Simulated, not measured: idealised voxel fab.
process module | voxel transistor to metal
cross-section cut | 195 nm wide | cells 5 nm
A cross-section is a grid of square cells, given in bands from the top down. A band is one or more rows of cells.
Each band's line starts with the height of the band's top and of its bottom, in nm. Then come its materials from left to right, each with its width in nm. One material with "throughout" fills the band from edge to edge. "air" is empty space.
Height 0 is the level under which the wafer as received is all one material. The lowest band goes on downwards, as in "0 down".
A width such as "30 to 40" changes by the same amount from each row of cells to the next, from the band's top row to its bottom row.
"no change" after a step means that no cell of the cross-section changed.
closed voids: empty space of 8 cells or more with no open way to the top, each as width x height at its distance from the left edge, in nm
after a step's settings: what the simulator itself notes on the step
overlay nm, on a step with a mask: how far to the right of its planned place the mask lay; to the left if negative
plan
1 op RECEIVE | material Si
2 op OXIDIZE | depth nm 5
3 op CONFORMAL_DEP | material SiN | thk nm 15
4 op MASKED_ETCH | tone cover | mask id ACTIVE | width nm 105 | etch materials SiN | depth nm 15 | overlay nm 0
5 op MASKED_ETCH | tone cover | mask id ACTIVE | width nm 105 | etch materials SiO2 | depth nm 5 | overlay nm 0
6 op MASKED_ETCH | tone cover | mask id ACTIVE | width nm 105 | etch materials Si | depth nm 20 | overlay nm 0
7 op FILL_DEP | material SiO2 | thk nm 5
8 op CMP | height nm 15
9 op SELECTIVE_ETCH | etch materials SiO2 | depth nm 5
10 op STRIP | etch materials SiN
11 op SELECTIVE_ETCH | etch materials SiO2 | depth nm 5
12 op OXIDIZE | depth nm 5
13 op DIRECTIONAL_DEP | material polySi | thk nm 25
14 op DIRECTIONAL_DEP | material SiCN | thk nm 10
15 op DIRECTIONAL_DEP | material aC | thk nm 15
16 op PATTERN | tone cover | mask id GATE | material resist | width nm 35 | thk nm 30 | overlay nm 0
17 op DIRECTIONAL_ETCH | etch materials aC | depth nm 15
18 op STRIP | etch materials resist
19 op DIRECTIONAL_ETCH | etch materials SiCN | depth nm 20
20 op DIRECTIONAL_ETCH | etch materials polySi | depth nm 35
21 op STRIP | etch materials aC
22 op CONFORMAL_DEP | material SiN | thk nm 5
23 op DIRECTIONAL_ETCH | etch materials SiN | depth nm 5
24 op DIRECTIONAL_ETCH | etch materials SiO2 | depth nm 5
25 op DIRECTIONAL_ETCH | etch materials Si | depth nm 5
26 op EPI | material pSi | thk nm 5
27 op FILL_DEP | material SiO2 | thk nm 5
28 op CMP | height nm 20
29 op STRIP | etch materials polySi
30 op SELECTIVE_ETCH | etch materials SiO2 | depth nm 5
31 op CONFORMAL_DEP | material HfO2 | thk nm 5
32 op CONFORMAL_DEP | material TiN | thk nm 5
33 op FILL_DEP | material W | thk nm 5
34 op CMP | height nm 15
35 op DIRECTIONAL_DEP | material SiO2 | thk nm 10
36 op PATTERN | tone open | mask id CONTACT | material resist | width nm 15 | pitch nm 80 | thk nm 20 | overlay nm 0
37 op DIRECTIONAL_ETCH | etch materials SiO2 | depth nm 35
38 op STRIP | etch materials resist
39 op CONFORMAL_DEP | material TiN | thk nm 5
40 op FILL_DEP | material Ru | thk nm 10
41 op CMP | height nm 25
42 op DIRECTIONAL_DEP | material TiN | thk nm 5
43 op DIRECTIONAL_DEP | material Ru | thk nm 25
44 op MASKED_ETCH | tone cover | mask id METAL_1 | width nm 15 | pitch nm 80 | etch materials Ru | depth nm 25 | overlay nm 0
45 op MASKED_ETCH | tone cover | mask id METAL_1 | width nm 15 | pitch nm 80 | etch materials TiN | depth nm 5 | overlay nm 0
46 op FILL_DEP | material SiO2 | thk nm 5
47 op CMP | height nm 55
48 op CONFORMAL_DEP | material SiN | thk nm 5
first wafer, as planned
as received, after step 1
  0 down: Si throughout
  closed voids: none
after step 2
  0 to -5: SiO2 throughout
  below -5: unchanged
after step 3
  15 to 0: SiN throughout
  below 0: unchanged
after step 4
  15 to 0: air 45 | SiN 105 | air 45
  below 0: unchanged
after step 5
  15 to 0: air 45 | SiN 105 | air 45
  0 to -5: air 45 | SiO2 105 | air 45
  below -5: unchanged
after step 6
  15 to 0: air 45 | SiN 105 | air 45
  0 to -5: air 45 | SiO2 105 | air 45
  -5 to -25: air 45 | Si 105 | air 45
  below -25: unchanged
after step 7
  20 to 15: SiO2 throughout
  15 to 0: SiO2 45 | SiN 105 | SiO2 45
  0 to -5: SiO2 throughout
  -5 to -25: SiO2 45 | Si 105 | SiO2 45
  below -25: unchanged
after step 8
  15 to 0: SiO2 45 | SiN 105 | SiO2 45
  below 0: unchanged
after step 9
  15 to 10: air 45 | SiN 105 | air 45
  below 10: unchanged
after step 10
  10 to 0: SiO2 45 | air 105 | SiO2 45
  below 0: unchanged
after step 11
  5 to -5: SiO2 40 | air 115 | SiO2 40
  below -5: unchanged
after step 12
  5 to -5: SiO2 40 | air 115 | SiO2 40
  -5 to -10: SiO2 throughout
  below -10: unchanged
after step 13
  30 to 20: polySi 40 | air 115 | polySi 40
  20 to 5: polySi throughout
  5 to -5: SiO2 40 | polySi 115 | SiO2 40
  below -5: unchanged
after step 14
  40 to 30: SiCN 40 | air 115 | SiCN 40
  30 to 20: polySi 40 | SiCN 115 | polySi 40
  below 20: unchanged
after step 15
  55 to 45: aC 40 | air 115 | aC 40
  45 to 40: aC throughout
  40 to 30: SiCN 40 | aC 115 | SiCN 40
  below 30: unchanged
after step 16
  85 to 55: air 80 | resist 35 | air 80
  55 to 45: aC 40 | air 40 | resist 35 | air 40 | aC 40
  below 45: unchanged
after step 17
  70 to 45: air 80 | resist 35 | air 80
  45 to 40: air 80 | aC 35 | air 80
  40 to 30: SiCN 40 | air 40 | aC 35 | air 40 | SiCN 40
  below 30: unchanged
after step 18
  45 to 40: air 80 | aC 35 | air 80
  below 40: unchanged
after step 19
  45 to 30: air 80 | aC 35 | air 80
  30 to 20: polySi 40 | air 40 | SiCN 35 | air 40 | polySi 40
  below 20: unchanged
after step 20
  45 to 30: air 80 | aC 35 | air 80
  30 to 20: air 80 | SiCN 35 | air 80
  20 to 5: air 80 | polySi 35 | air 80
  5 to -5: SiO2 40 | air 40 | polySi 35 | air 40 | SiO2 40
  below -5: unchanged
after step 21
  30 to 20: air 80 | SiCN 35 | air 80
  below 20: unchanged
after step 22
  35 to 30: air 75 | SiN 45 | air 75
  30 to 20: air 75 | SiN 5 | SiCN 35 | SiN 5 | air 75
  20 to 10: air 75 | SiN 5 | polySi 35 | SiN 5 | air 75
  10 to 5: SiN 45 | air 30 | SiN 5 | polySi 35 | SiN 5 | air 30 | SiN 45
  5 to 0: SiO2 40 | SiN 5 | air 30 | SiN 5 | polySi 35 | SiN 5 | air 30 | SiN 5 | SiO2 40
  0 to -5: SiO2 40 | SiN 40 | polySi 35 | SiN 40 | SiO2 40
  below -5: unchanged
after step 23
  30 to 20: air 75 | SiN 5 | SiCN 35 | SiN 5 | air 75
  20 to 5: air 75 | SiN 5 | polySi 35 | SiN 5 | air 75
  5 to -5: SiO2 40 | SiN 5 | air 30 | SiN 5 | polySi 35 | SiN 5 | air 30 | SiN 5 | SiO2 40
  below -5: unchanged
after step 24
  30 to 20: air 75 | SiN 5 | SiCN 35 | SiN 5 | air 75
  20 to 5: air 75 | SiN 5 | polySi 35 | SiN 5 | air 75
  5 to 0: air 40 | SiN 5 | air 30 | SiN 5 | polySi 35 | SiN 5 | air 30 | SiN 5 | air 40
  0 to -5: SiO2 40 | SiN 5 | air 30 | SiN 5 | polySi 35 | SiN 5 | air 30 | SiN 5 | SiO2 40
  -5 to -10: SiO2 45 | air 30 | SiO2 45 | air 30 | SiO2 45
  below -10: unchanged
after step 25
  30 to 20: air 75 | SiN 5 | SiCN 35 | SiN 5 | air 75
  20 to 5: air 75 | SiN 5 | polySi 35 | SiN 5 | air 75
  5 to 0: air 40 | SiN 5 | air 30 | SiN 5 | polySi 35 | SiN 5 | air 30 | SiN 5 | air 40
  0 to -5: SiO2 40 | SiN 5 | air 30 | SiN 5 | polySi 35 | SiN 5 | air 30 | SiN 5 | SiO2 40
  -5 to -10: SiO2 45 | air 30 | SiO2 45 | air 30 | SiO2 45
  -10 to -15: SiO2 45 | air 30 | Si 45 | air 30 | SiO2 45
  below -15: unchanged
after step 26
  30 to 20: air 75 | SiN 5 | SiCN 35 | SiN 5 | air 75
  20 to 5: air 75 | SiN 5 | polySi 35 | SiN 5 | air 75
  5 to 0: air 40 | SiN 5 | air 30 | SiN 5 | polySi 35 | SiN 5 | air 30 | SiN 5 | air 40
  0 to -5: SiO2 40 | SiN 5 | air 30 | SiN 5 | polySi 35 | SiN 5 | air 30 | SiN 5 | SiO2 40
  -5 to -10: SiO2 45 | air 25 | pSi 5 | SiO2 45 | pSi 5 | air 25 | SiO2 45
  -10 to -15: SiO2 45 | pSi 30 | Si 45 | pSi 30 | SiO2 45
  below -15: unchanged
after step 27
  35 to 30: SiO2 throughout
  30 to 20: SiO2 75 | SiN 5 | SiCN 35 | SiN 5 | SiO2 75
  20 to 5: SiO2 75 | SiN 5 | polySi 35 | SiN 5 | SiO2 75
  5 to -5: SiO2 40 | SiN 5 | SiO2 30 | SiN 5 | polySi 35 | SiN 5 | SiO2 30 | SiN 5 | SiO2 40
  -5 to -10: SiO2 70 | pSi 5 | SiO2 45 | pSi 5 | SiO2 70
  below -10: unchanged
after step 28
  20 to 5: SiO2 75 | SiN 5 | polySi 35 | SiN 5 | SiO2 75
  below 5: unchanged
after step 29
  20 to 5: SiO2 75 | SiN 5 | air 35 | SiN 5 | SiO2 75
  5 to -5: SiO2 40 | SiN 5 | SiO2 30 | SiN 5 | air 35 | SiN 5 | SiO2 30 | SiN 5 | SiO2 40
  below -5: unchanged
after step 30
  20 to 15: air 75 | SiN 5 | air 35 | SiN 5 | air 75
  15 to 5: SiO2 75 | SiN 5 | air 35 | SiN 5 | SiO2 75
  5 to -5: SiO2 40 | SiN 5 | SiO2 30 | SiN 5 | air 35 | SiN 5 | SiO2 30 | SiN 5 | SiO2 40
  -5 to -10: SiO2 70 | pSi 5 | air 45 | pSi 5 | SiO2 70
  below -10: unchanged
after step 31
  25 to 20: air 70 | HfO2 15 | air 25 | HfO2 15 | air 70
  20 to 15: HfO2 75 | SiN 5 | HfO2 5 | air 25 | HfO2 5 | SiN 5 | HfO2 75
  15 to 5: SiO2 75 | SiN 5 | HfO2 5 | air 25 | HfO2 5 | SiN 5 | SiO2 75
  5 to -5: SiO2 40 | SiN 5 | SiO2 30 | SiN 5 | HfO2 5 | air 25 | HfO2 5 | SiN 5 | SiO2 30 | SiN 5 | SiO2 40
  -5 to -10: SiO2 70 | pSi 5 | HfO2 45 | pSi 5 | SiO2 70
  below -10: unchanged
after step 32
  30 to 25: air 65 | TiN 25 | air 15 | TiN 25 | air 65
  25 to 20: TiN 70 | HfO2 15 | TiN 5 | air 15 | TiN 5 | HfO2 15 | TiN 70
  20 to 15: HfO2 75 | SiN 5 | HfO2 5 | TiN 5 | air 15 | TiN 5 | HfO2 5 | SiN 5 | HfO2 75
  15 to 5: SiO2 75 | SiN 5 | HfO2 5 | TiN 5 | air 15 | TiN 5 | HfO2 5 | SiN 5 | SiO2 75
  5 to 0: SiO2 40 | SiN 5 | SiO2 30 | SiN 5 | HfO2 5 | TiN 5 | air 15 | TiN 5 | HfO2 5 | SiN 5 | SiO2 30 | SiN 5 | SiO2 40
  0 to -5: SiO2 40 | SiN 5 | SiO2 30 | SiN 5 | HfO2 5 | TiN 25 | HfO2 5 | SiN 5 | SiO2 30 | SiN 5 | SiO2 40
  below -5: unchanged
after step 33
  35 to 30: W throughout
  30 to 25: W 65 | TiN 25 | W 15 | TiN 25 | W 65
  25 to 20: TiN 70 | HfO2 15 | TiN 5 | W 15 | TiN 5 | HfO2 15 | TiN 70
  20 to 15: HfO2 75 | SiN 5 | HfO2 5 | TiN 5 | W 15 | TiN 5 | HfO2 5 | SiN 5 | HfO2 75
  15 to 5: SiO2 75 | SiN 5 | HfO2 5 | TiN 5 | W 15 | TiN 5 | HfO2 5 | SiN 5 | SiO2 75
  5 to 0: SiO2 40 | SiN 5 | SiO2 30 | SiN 5 | HfO2 5 | TiN 5 | W 15 | TiN 5 | HfO2 5 | SiN 5 | SiO2 30 | SiN 5 | SiO2 40
  below 0: unchanged
after step 34
  15 to 5: SiO2 75 | SiN 5 | HfO2 5 | TiN 5 | W 15 | TiN 5 | HfO2 5 | SiN 5 | SiO2 75
  below 5: unchanged
after step 35
  25 to 15: SiO2 throughout
  below 15: unchanged
after step 36
  45 to 25: resist 50 | air 15 | resist 65 | air 15 | resist 50
  below 25: unchanged
after step 37
  45 to 25: resist 50 | air 15 | resist 65 | air 15 | resist 50
  25 to 15: SiO2 50 | air 15 | SiO2 65 | air 15 | SiO2 50
  15 to 5: SiO2 50 | air 15 | SiO2 10 | SiN 5 | HfO2 5 | TiN 5 | W 15 | TiN 5 | HfO2 5 | SiN 5 | SiO2 10 | air 15 | SiO2 50
  5 to 0: SiO2 40 | SiN 5 | SiO2 5 | air 15 | SiO2 10 | SiN 5 | HfO2 5 | TiN 5 | W 15 | TiN 5 | HfO2 5 | SiN 5 | SiO2 10 | air 15 | SiO2 5 | SiN 5 | SiO2 40
  0 to -5: SiO2 40 | SiN 5 | SiO2 5 | air 15 | SiO2 10 | SiN 5 | HfO2 5 | TiN 25 | HfO2 5 | SiN 5 | SiO2 10 | air 15 | SiO2 5 | SiN 5 | SiO2 40
  -5 to -10: SiO2 50 | air 15 | SiO2 5 | pSi 5 | HfO2 45 | pSi 5 | SiO2 5 | air 15 | SiO2 50
  below -10: unchanged
after step 38
  25 to 15: SiO2 50 | air 15 | SiO2 65 | air 15 | SiO2 50
  below 15: unchanged
after step 39
  30 to 25: TiN 55 | air 5 | TiN 75 | air 5 | TiN 55
  25 to 15: SiO2 50 | TiN 5 | air 5 | TiN 5 | SiO2 65 | TiN 5 | air 5 | TiN 5 | SiO2 50
  15 to 5: SiO2 50 | TiN 5 | air 5 | TiN 5 | SiO2 10 | SiN 5 | HfO2 5 | TiN 5 | W 15 | TiN 5 | HfO2 5 | SiN 5 | SiO2 10 | TiN 5 | air 5 | TiN 5 | SiO2 50
  5 to 0: SiO2 40 | SiN 5 | SiO2 5 | TiN 5 | air 5 | TiN 5 | SiO2 10 | SiN 5 | HfO2 5 | TiN 5 | W 15 | TiN 5 | HfO2 5 | SiN 5 | SiO2 10 | TiN 5 | air 5 | TiN 5 | SiO2 5 | SiN 5 | SiO2 40
  0 to -5: SiO2 40 | SiN 5 | SiO2 5 | TiN 5 | air 5 | TiN 5 | SiO2 10 | SiN 5 | HfO2 5 | TiN 25 | HfO2 5 | SiN 5 | SiO2 10 | TiN 5 | air 5 | TiN 5 | SiO2 5 | SiN 5 | SiO2 40
  -5 to -10: SiO2 50 | TiN 15 | SiO2 5 | pSi 5 | HfO2 45 | pSi 5 | SiO2 5 | TiN 15 | SiO2 50
  below -10: unchanged
after step 40
  40 to 30: Ru throughout
  30 to 25: TiN 55 | Ru 5 | TiN 75 | Ru 5 | TiN 55
  25 to 15: SiO2 50 | TiN 5 | Ru 5 | TiN 5 | SiO2 65 | TiN 5 | Ru 5 | TiN 5 | SiO2 50
  15 to 5: SiO2 50 | TiN 5 | Ru 5 | TiN 5 | SiO2 10 | SiN 5 | HfO2 5 | TiN 5 | W 15 | TiN 5 | HfO2 5 | SiN 5 | SiO2 10 | TiN 5 | Ru 5 | TiN 5 | SiO2 50
  5 to 0: SiO2 40 | SiN 5 | SiO2 5 | TiN 5 | Ru 5 | TiN 5 | SiO2 10 | SiN 5 | HfO2 5 | TiN 5 | W 15 | TiN 5 | HfO2 5 | SiN 5 | SiO2 10 | TiN 5 | Ru 5 | TiN 5 | SiO2 5 | SiN 5 | SiO2 40
  0 to -5: SiO2 40 | SiN 5 | SiO2 5 | TiN 5 | Ru 5 | TiN 5 | SiO2 10 | SiN 5 | HfO2 5 | TiN 25 | HfO2 5 | SiN 5 | SiO2 10 | TiN 5 | Ru 5 | TiN 5 | SiO2 5 | SiN 5 | SiO2 40
  below -5: unchanged
after step 41
  25 to 15: SiO2 50 | TiN 5 | Ru 5 | TiN 5 | SiO2 65 | TiN 5 | Ru 5 | TiN 5 | SiO2 50
  below 15: unchanged
after step 42
  30 to 25: TiN throughout
  below 25: unchanged
after step 43
  55 to 30: Ru throughout
  below 30: unchanged
after step 44
  55 to 30: air 50 | Ru 15 | air 65 | Ru 15 | air 50
  below 30: unchanged
after step 45
  55 to 30: air 50 | Ru 15 | air 65 | Ru 15 | air 50
  30 to 25: air 50 | TiN 15 | air 65 | TiN 15 | air 50
  below 25: unchanged
after step 46
  60 to 55: SiO2 throughout
  55 to 30: SiO2 50 | Ru 15 | SiO2 65 | Ru 15 | SiO2 50
  30 to 25: SiO2 50 | TiN 15 | SiO2 65 | TiN 15 | SiO2 50
  below 25: unchanged
after step 47
  55 to 30: SiO2 50 | Ru 15 | SiO2 65 | Ru 15 | SiO2 50
  below 30: unchanged
after step 48
  60 to 55: SiN throughout
  below 55: unchanged
second wafer: like start, like plan, one mistake. Through step 9 it matches the first wafer
when step 10 should have ended
  15 to 5: air 45 | SiN 105 | air 45
  below 5: unchanged
when step 11 should have ended
  5 to 0: SiO2 45 | air 105 | SiO2 45
  below 0: unchanged
when step 12 should have ended: no change
when step 13 should have ended
  30 to 25: polySi 45 | air 105 | polySi 45
  25 to 5: polySi throughout
  5 to 0: SiO2 45 | polySi 105 | SiO2 45
  below 0: unchanged
when step 14 should have ended
  40 to 35: SiCN 45 | air 105 | SiCN 45
  35 to 30: SiCN throughout
  30 to 25: polySi 45 | SiCN 105 | polySi 45
  below 25: unchanged
when step 15 should have ended
  55 to 50: aC 45 | air 105 | aC 45
  50 to 40: aC throughout
  40 to 35: SiCN 45 | aC 105 | SiCN 45
  below 35: unchanged
when step 16 should have ended
  85 to 55: air 80 | resist 35 | air 80
  55 to 50: aC 45 | air 35 | resist 35 | air 35 | aC 45
  below 50: unchanged
when step 17 should have ended
  70 to 50: air 80 | resist 35 | air 80
  50 to 40: air 80 | aC 35 | air 80
  40 to 35: SiCN 45 | air 35 | aC 35 | air 35 | SiCN 45
  below 35: unchanged
when step 18 should have ended
  50 to 40: air 80 | aC 35 | air 80
  below 40: unchanged
when step 19 should have ended
  50 to 35: air 80 | aC 35 | air 80
  35 to 30: air 80 | SiCN 35 | air 80
  30 to 25: polySi 45 | air 35 | SiCN 35 | air 35 | polySi 45
  below 25: unchanged
when step 20 should have ended
  50 to 35: air 80 | aC 35 | air 80
  35 to 25: air 80 | SiCN 35 | air 80
  25 to 5: air 80 | polySi 35 | air 80
  5 to 0: SiO2 45 | air 35 | polySi 35 | air 35 | SiO2 45
  below 0: unchanged
when step 21 should have ended
  35 to 25: air 80 | SiCN 35 | air 80
  below 25: unchanged
when step 22 should have ended
  40 to 35: air 75 | SiN 45 | air 75
  35 to 25: air 75 | SiN 5 | SiCN 35 | SiN 5 | air 75
  25 to 10: air 75 | SiN 5 | polySi 35 | SiN 5 | air 75
  10 to 5: SiN 50 | air 25 | SiN 5 | polySi 35 | SiN 5 | air 25 | SiN 50
  5 to 0: SiO2 45 | SiN 35 | polySi 35 | SiN 35 | SiO2 45
  below 0: unchanged
when step 23 should have ended
  35 to 25: air 75 | SiN 5 | SiCN 35 | SiN 5 | air 75
  25 to 5: air 75 | SiN 5 | polySi 35 | SiN 5 | air 75
  5 to 0: SiO2 45 | SiN 5 | air 25 | SiN 5 | polySi 35 | SiN 5 | air 25 | SiN 5 | SiO2 45
  below 0: unchanged
when step 24 should have ended
  35 to 25: air 75 | SiN 5 | SiCN 35 | SiN 5 | air 75
  25 to 5: air 75 | SiN 5 | polySi 35 | SiN 5 | air 75
  5 to 0: air 45 | SiN 5 | air 25 | SiN 5 | polySi 35 | SiN 5 | air 25 | SiN 5 | air 45
  0 to -5: SiO2 50 | air 25 | SiO2 45 | air 25 | SiO2 50
  below -5: unchanged
when step 25 should have ended
  35 to 25: air 75 | SiN 5 | SiCN 35 | SiN 5 | air 75
  25 to 5: air 75 | SiN 5 | polySi 35 | SiN 5 | air 75
  5 to 0: air 45 | SiN 5 | air 25 | SiN 5 | polySi 35 | SiN 5 | air 25 | SiN 5 | air 45
  0 to -5: SiO2 50 | air 25 | SiO2 45 | air 25 | SiO2 50
  -5 to -10: SiO2 45 | Si 5 | air 25 | Si 45 | air 25 | Si 5 | SiO2 45
  below -10: unchanged
when step 26 should have ended
  35 to 25: air 75 | SiN 5 | SiCN 35 | SiN 5 | air 75
  25 to 5: air 75 | SiN 5 | polySi 35 | SiN 5 | air 75
  5 to 0: air 45 | SiN 5 | air 25 | SiN 5 | polySi 35 | SiN 5 | air 25 | SiN 5 | air 45
  0 to -5: SiO2 50 | pSi 5 | air 15 | pSi 5 | SiO2 45 | pSi 5 | air 15 | pSi 5 | SiO2 50
  -5 to -10: SiO2 45 | Si 5 | pSi 25 | Si 45 | pSi 25 | Si 5 | SiO2 45
  below -10: unchanged
when step 27 should have ended
  40 to 35: SiO2 throughout
  35 to 25: SiO2 75 | SiN 5 | SiCN 35 | SiN 5 | SiO2 75
  25 to 5: SiO2 75 | SiN 5 | polySi 35 | SiN 5 | SiO2 75
  5 to 0: SiO2 45 | SiN 5 | SiO2 25 | SiN 5 | polySi 35 | SiN 5 | SiO2 25 | SiN 5 | SiO2 45
  0 to -5: SiO2 50 | pSi 5 | SiO2 15 | pSi 5 | SiO2 45 | pSi 5 | SiO2 15 | pSi 5 | SiO2 50
  below -5: unchanged
when step 28 should have ended
  20 to 5: SiO2 75 | SiN 5 | polySi 35 | SiN 5 | SiO2 75
  below 5: unchanged
when step 29 should have ended
  20 to 5: SiO2 75 | SiN 5 | air 35 | SiN 5 | SiO2 75
  5 to 0: SiO2 45 | SiN 5 | SiO2 25 | SiN 5 | air 35 | SiN 5 | SiO2 25 | SiN 5 | SiO2 45
  below 0: unchanged
when step 30 should have ended
  20 to 15: air 75 | SiN 5 | air 35 | SiN 5 | air 75
  15 to 5: SiO2 75 | SiN 5 | air 35 | SiN 5 | SiO2 75
  5 to 0: SiO2 45 | SiN 5 | SiO2 25 | SiN 5 | air 35 | SiN 5 | SiO2 25 | SiN 5 | SiO2 45
  0 to -5: SiO2 50 | pSi 5 | SiO2 15 | pSi 5 | air 45 | pSi 5 | SiO2 15 | pSi 5 | SiO2 50
  below -5: unchanged
when step 31 should have ended
  25 to 20: air 70 | HfO2 15 | air 25 | HfO2 15 | air 70
  20 to 15: HfO2 75 | SiN 5 | HfO2 5 | air 25 | HfO2 5 | SiN 5 | HfO2 75
  15 to 5: SiO2 75 | SiN 5 | HfO2 5 | air 25 | HfO2 5 | SiN 5 | SiO2 75
  5 to 0: SiO2 45 | SiN 5 | SiO2 25 | SiN 5 | HfO2 5 | air 25 | HfO2 5 | SiN 5 | SiO2 25 | SiN 5 | SiO2 45
  0 to -5: SiO2 50 | pSi 5 | SiO2 15 | pSi 5 | HfO2 45 | pSi 5 | SiO2 15 | pSi 5 | SiO2 50
  below -5: unchanged
when step 32 should have ended
  30 to 25: air 65 | TiN 25 | air 15 | TiN 25 | air 65
  25 to 20: TiN 70 | HfO2 15 | TiN 5 | air 15 | TiN 5 | HfO2 15 | TiN 70
  20 to 15: HfO2 75 | SiN 5 | HfO2 5 | TiN 5 | air 15 | TiN 5 | HfO2 5 | SiN 5 | HfO2 75
  15 to 5: SiO2 75 | SiN 5 | HfO2 5 | TiN 5 | air 15 | TiN 5 | HfO2 5 | SiN 5 | SiO2 75
  5 to 0: SiO2 45 | SiN 5 | SiO2 25 | SiN 5 | HfO2 5 | TiN 25 | HfO2 5 | SiN 5 | SiO2 25 | SiN 5 | SiO2 45
  below 0: unchanged
when step 33 should have ended
  35 to 30: W throughout
  30 to 25: W 65 | TiN 25 | W 15 | TiN 25 | W 65
  25 to 20: TiN 70 | HfO2 15 | TiN 5 | W 15 | TiN 5 | HfO2 15 | TiN 70
  20 to 15: HfO2 75 | SiN 5 | HfO2 5 | TiN 5 | W 15 | TiN 5 | HfO2 5 | SiN 5 | HfO2 75
  15 to 5: SiO2 75 | SiN 5 | HfO2 5 | TiN 5 | W 15 | TiN 5 | HfO2 5 | SiN 5 | SiO2 75
  below 5: unchanged
when step 34 should have ended
  15 to 5: SiO2 75 | SiN 5 | HfO2 5 | TiN 5 | W 15 | TiN 5 | HfO2 5 | SiN 5 | SiO2 75
  below 5: unchanged
when step 35 should have ended
  25 to 15: SiO2 throughout
  below 15: unchanged
when step 36 should have ended
  45 to 25: resist 50 | air 15 | resist 65 | air 15 | resist 50
  below 25: unchanged
when step 37 should have ended
  45 to 25: resist 50 | air 15 | resist 65 | air 15 | resist 50
  25 to 15: SiO2 50 | air 15 | SiO2 65 | air 15 | SiO2 50
  15 to 5: SiO2 50 | air 15 | SiO2 10 | SiN 5 | HfO2 5 | TiN 5 | W 15 | TiN 5 | HfO2 5 | SiN 5 | SiO2 10 | air 15 | SiO2 50
  5 to 0: SiO2 45 | SiN 5 | air 15 | SiO2 10 | SiN 5 | HfO2 5 | TiN 25 | HfO2 5 | SiN 5 | SiO2 10 | air 15 | SiN 5 | SiO2 45
  0 to -5: SiO2 50 | pSi 5 | air 10 | SiO2 5 | pSi 5 | HfO2 45 | pSi 5 | SiO2 5 | air 10 | pSi 5 | SiO2 50
  below -5: unchanged
when step 38 should have ended
  25 to 15: SiO2 50 | air 15 | SiO2 65 | air 15 | SiO2 50
  below 15: unchanged
when step 39 should have ended
  30 to 25: TiN 55 | air 5 | TiN 75 | air 5 | TiN 55
  25 to 15: SiO2 50 | TiN 5 | air 5 | TiN 5 | SiO2 65 | TiN 5 | air 5 | TiN 5 | SiO2 50
  15 to 5: SiO2 50 | TiN 5 | air 5 | TiN 5 | SiO2 10 | SiN 5 | HfO2 5 | TiN 5 | W 15 | TiN 5 | HfO2 5 | SiN 5 | SiO2 10 | TiN 5 | air 5 | TiN 5 | SiO2 50
  5 to 0: SiO2 45 | SiN 5 | TiN 15 | SiO2 10 | SiN 5 | HfO2 5 | TiN 25 | HfO2 5 | SiN 5 | SiO2 10 | TiN 15 | SiN 5 | SiO2 45
  0 to -5: SiO2 50 | pSi 5 | TiN 10 | SiO2 5 | pSi 5 | HfO2 45 | pSi 5 | SiO2 5 | TiN 10 | pSi 5 | SiO2 50
  below -5: unchanged
when step 40 should have ended
  40 to 30: Ru throughout
  30 to 25: TiN 55 | Ru 5 | TiN 75 | Ru 5 | TiN 55
  25 to 15: SiO2 50 | TiN 5 | Ru 5 | TiN 5 | SiO2 65 | TiN 5 | Ru 5 | TiN 5 | SiO2 50
  15 to 5: SiO2 50 | TiN 5 | Ru 5 | TiN 5 | SiO2 10 | SiN 5 | HfO2 5 | TiN 5 | W 15 | TiN 5 | HfO2 5 | SiN 5 | SiO2 10 | TiN 5 | Ru 5 | TiN 5 | SiO2 50
  below 5: unchanged
when step 41 should have ended
  25 to 15: SiO2 50 | TiN 5 | Ru 5 | TiN 5 | SiO2 65 | TiN 5 | Ru 5 | TiN 5 | SiO2 50
  below 15: unchanged
when step 42 should have ended
  30 to 25: TiN throughout
  below 25: unchanged
when step 43 should have ended
  55 to 30: Ru throughout
  below 30: unchanged
when step 44 should have ended
  55 to 30: air 50 | Ru 15 | air 65 | Ru 15 | air 50
  below 30: unchanged
when step 45 should have ended
  55 to 30: air 50 | Ru 15 | air 65 | Ru 15 | air 50
  30 to 25: air 50 | TiN 15 | air 65 | TiN 15 | air 50
  below 25: unchanged
when step 46 should have ended
  60 to 55: SiO2 throughout
  55 to 30: SiO2 50 | Ru 15 | SiO2 65 | Ru 15 | SiO2 50
  30 to 25: SiO2 50 | TiN 15 | SiO2 65 | TiN 15 | SiO2 50
  below 25: unchanged
when step 47 should have ended
  55 to 30: SiO2 50 | Ru 15 | SiO2 65 | Ru 15 | SiO2 50
  below 30: unchanged
when step 48 should have ended
  60 to 55: SiN throughout
  below 55: unchanged
what went wrong: steps 10 and 11 were swapped
at the end the second wafer has, in cells: 2 fewer of HfO2 | 4 fewer of Ru | 23 more of Si | 4 fewer of SiN | 4 fewer of SiO2 | 6 fewer of TiN | 3 fewer of W
